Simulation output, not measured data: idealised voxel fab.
process module | voxel wiring stack
cross-section cut | 210 nm wide | cells 5 nm
A cross-section is a grid of square cells, given in bands from the top down. A band is one or more rows of cells.
Each band's line starts with the height of the band's top and of its bottom, in nm. Then come its materials from left to right, each with its width in nm. One material with "throughout" fills the band from edge to edge. "air" is empty space.
Height 0 is the level under which the wafer as received is all one material. The lowest band goes on downwards, as in "0 down".
A width such as "30 to 40" changes by the same amount from each row of cells to the next, from the band's top row to its bottom row.
"no change" after a step means that no cell of the cross-section changed.
closed voids: empty space of 8 cells or more with no open way to the top, each as width x height at its distance from the left edge, in nm
after a step's settings: what the simulator itself notes on the step
overlay nm, on a step with a mask: how far to the right of its planned place the mask lay; to the left if negative
plan
1 op RECEIVE | material Si
2 op CONFORMAL_DEP | material SiO2 | thk nm 15
3 op DIRECTIONAL_DEP | material TiN | thk nm 5
4 op DIRECTIONAL_DEP | material Ru | thk nm 20
5 op MASKED_ETCH | tone cover | mask id METAL_1 | width nm 30 | pitch nm 60 | etch materials Ru | depth nm 20 | overlay nm 0
6 op MASKED_ETCH | tone cover | mask id METAL_1 | width nm 30 | pitch nm 60 | etch materials TiN | depth nm 5 | overlay nm 0
7 op CONFORMAL_DEP | material SiCN | thk nm 5
8 op FILL_DEP | material SiO2 | thk nm 5
9 op CMP | height nm 40
10 op CONFORMAL_DEP | material SiCN | thk nm 5
11 op DIRECTIONAL_DEP | material SiO2 | thk nm 10
12 op MASKED_ETCH | tone open | mask id PLUG_1 | width nm 15 | etch materials SiO2 | depth nm 10 | overlay nm 0
13 op MASKED_ETCH | tone open | mask id PLUG_1 | width nm 15 | etch materials SiCN | depth nm 5 | overlay nm 0
14 op EPI | material Ru | thk nm 10
15 op EPI | material Ru | thk nm 5
16 op CONFORMAL_DEP | material SiN | thk nm 5
17 op DIRECTIONAL_DEP | material lowk | thk nm 20
18 op MASKED_ETCH | tone open | mask id METAL_2 | width nm 30 | pitch nm 60 | etch materials lowk | depth nm 20 | overlay nm 0
19 op MASKED_ETCH | tone open | mask id METAL_2 | width nm 30 | pitch nm 60 | etch materials SiN | depth nm 5 | overlay nm 0
20 op CONFORMAL_DEP | material TiN | thk nm 5
21 op FILL_DEP | material Cu | thk nm 10
22 op CMP | height nm 80
23 op EPI | material Ru | thk nm 5
24 op FILL_DEP | material SiCN | thk nm 5
first wafer, as planned
as received, after step 1
  0 down: Si throughout
  closed voids: none
after step 2
  15 to 0: SiO2 throughout
  below 0: unchanged
after step 3
  20 to 15: TiN throughout
  below 15: unchanged
after step 4
  40 to 20: Ru throughout
  below 20: unchanged
after step 5
  40 to 20: air 60 | Ru 30 | air 30 | Ru 30 | air 60
  below 20: unchanged
after step 6
  40 to 20: air 60 | Ru 30 | air 30 | Ru 30 | air 60
  20 to 15: air 60 | TiN 30 | air 30 | TiN 30 | air 60
  below 15: unchanged
after step 7
  45 to 40: air 55 | SiCN 40 | air 20 | SiCN 40 | air 55
  40 to 20: air 55 | SiCN 5 | Ru 30 | SiCN 5 | air 20 | SiCN 5 | Ru 30 | SiCN 5 | air 55
  20 to 15: SiCN 60 | TiN 30 | SiCN 30 | TiN 30 | SiCN 60
  below 15: unchanged
after step 8
  50 to 45: SiO2 throughout
  45 to 40: SiO2 55 | SiCN 40 | SiO2 20 | SiCN 40 | SiO2 55
  40 to 20: SiO2 55 | SiCN 5 | Ru 30 | SiCN 5 | SiO2 20 | SiCN 5 | Ru 30 | SiCN 5 | SiO2 55
  below 20: unchanged
after step 9
  40 to 20: SiO2 55 | SiCN 5 | Ru 30 | SiCN 5 | SiO2 20 | SiCN 5 | Ru 30 | SiCN 5 | SiO2 55
  below 20: unchanged
after step 10
  45 to 40: SiCN throughout
  below 40: unchanged
after step 11
  55 to 45: SiO2 throughout
  below 45: unchanged
after step 12
  55 to 45: SiO2 60 | air 15 | SiO2 135
  below 45: unchanged
after step 13
  55 to 45: SiO2 60 | air 15 | SiO2 135
  45 to 40: SiCN 60 | air 15 | SiCN 135
  below 40: unchanged
after step 14
  55 to 50: SiO2 60 | air 15 | SiO2 135
  50 to 45: SiO2 60 | Ru 15 | SiO2 135
  45 to 40: SiCN 60 | Ru 15 | SiCN 135
  below 40: unchanged
after step 15
  55 to 45: SiO2 60 | Ru 15 | SiO2 135
  below 45: unchanged
after step 16
  60 to 55: SiN throughout
  below 55: unchanged
after step 17
  80 to 60: lowk throughout
  below 60: unchanged
after step 18
  80 to 60: lowk 60 | air 30 | lowk 30 | air 30 | lowk 60
  below 60: unchanged
after step 19
  80 to 60: lowk 60 | air 30 | lowk 30 | air 30 | lowk 60
  60 to 55: SiN 60 | air 30 | SiN 30 | air 30 | SiN 60
  below 55: unchanged
after step 20
  85 to 80: TiN 65 | air 20 | TiN 40 | air 20 | TiN 65
  80 to 60: lowk 60 | TiN 5 | air 20 | TiN 5 | lowk 30 | TiN 5 | air 20 | TiN 5 | lowk 60
  60 to 55: SiN 60 | TiN 30 | SiN 30 | TiN 30 | SiN 60
  below 55: unchanged
after step 21
  95 to 85: Cu throughout
  85 to 80: TiN 65 | Cu 20 | TiN 40 | Cu 20 | TiN 65
  80 to 60: lowk 60 | TiN 5 | Cu 20 | TiN 5 | lowk 30 | TiN 5 | Cu 20 | TiN 5 | lowk 60
  below 60: unchanged
after step 22
  80 to 60: lowk 60 | TiN 5 | Cu 20 | TiN 5 | lowk 30 | TiN 5 | Cu 20 | TiN 5 | lowk 60
  below 60: unchanged
after step 23
  85 to 80: air 55 | Ru 40 | air 20 | Ru 40 | air 55
  below 80: unchanged
after step 24
  90 to 85: SiCN throughout
  85 to 80: SiCN 55 | Ru 40 | SiCN 20 | Ru 40 | SiCN 55
  below 80: unchanged
second wafer: like start, like plan, one mistake. Through step 17 it matches the first wafer
when step 18 should have ended
  80 to 60: lowk 65 | air 25 | lowk 35 | air 25 | lowk 60
  below 60: unchanged
when step 19 should have ended
  80 to 60: lowk 65 | air 25 | lowk 35 | air 25 | lowk 60
  60 to 55: SiN 65 | air 25 | SiN 35 | air 25 | SiN 60
  below 55: unchanged
when step 20 should have ended
  85 to 80: TiN 70 | air 15 | TiN 45 | air 15 | TiN 65
  80 to 60: lowk 65 | TiN 5 | air 15 | TiN 5 | lowk 35 | TiN 5 | air 15 | TiN 5 | lowk 60
  60 to 55: SiN 65 | TiN 25 | SiN 35 | TiN 25 | SiN 60
  below 55: unchanged
when step 21 should have ended
  95 to 85: Cu throughout
  85 to 80: TiN 70 | Cu 15 | TiN 45 | Cu 15 | TiN 65
  80 to 60: lowk 65 | TiN 5 | Cu 15 | TiN 5 | lowk 35 | TiN 5 | Cu 15 | TiN 5 | lowk 60
  below 60: unchanged
when step 22 should have ended
  80 to 60: lowk 65 | TiN 5 | Cu 15 | TiN 5 | lowk 35 | TiN 5 | Cu 15 | TiN 5 | lowk 60
  below 60: unchanged
when step 23 should have ended
  85 to 80: air 60 | Ru 35 | air 25 | Ru 35 | air 55
  below 80: unchanged
when step 24 should have ended
  90 to 85: SiCN throughout
  85 to 80: SiCN 60 | Ru 35 | SiCN 25 | Ru 35 | SiCN 55
  below 80: unchanged
what went wrong: step 18 ran as: op MASKED_ETCH | tone open | mask id METAL_2 | width nm 25 | pitch nm 60 | etch materials lowk | depth nm 20 | overlay nm 0
at the end the second wafer has, in cells: 8 fewer of Cu | 2 fewer of Ru | 2 more of SiCN | 2 more of SiN | 2 fewer of TiN | 8 more of lowk
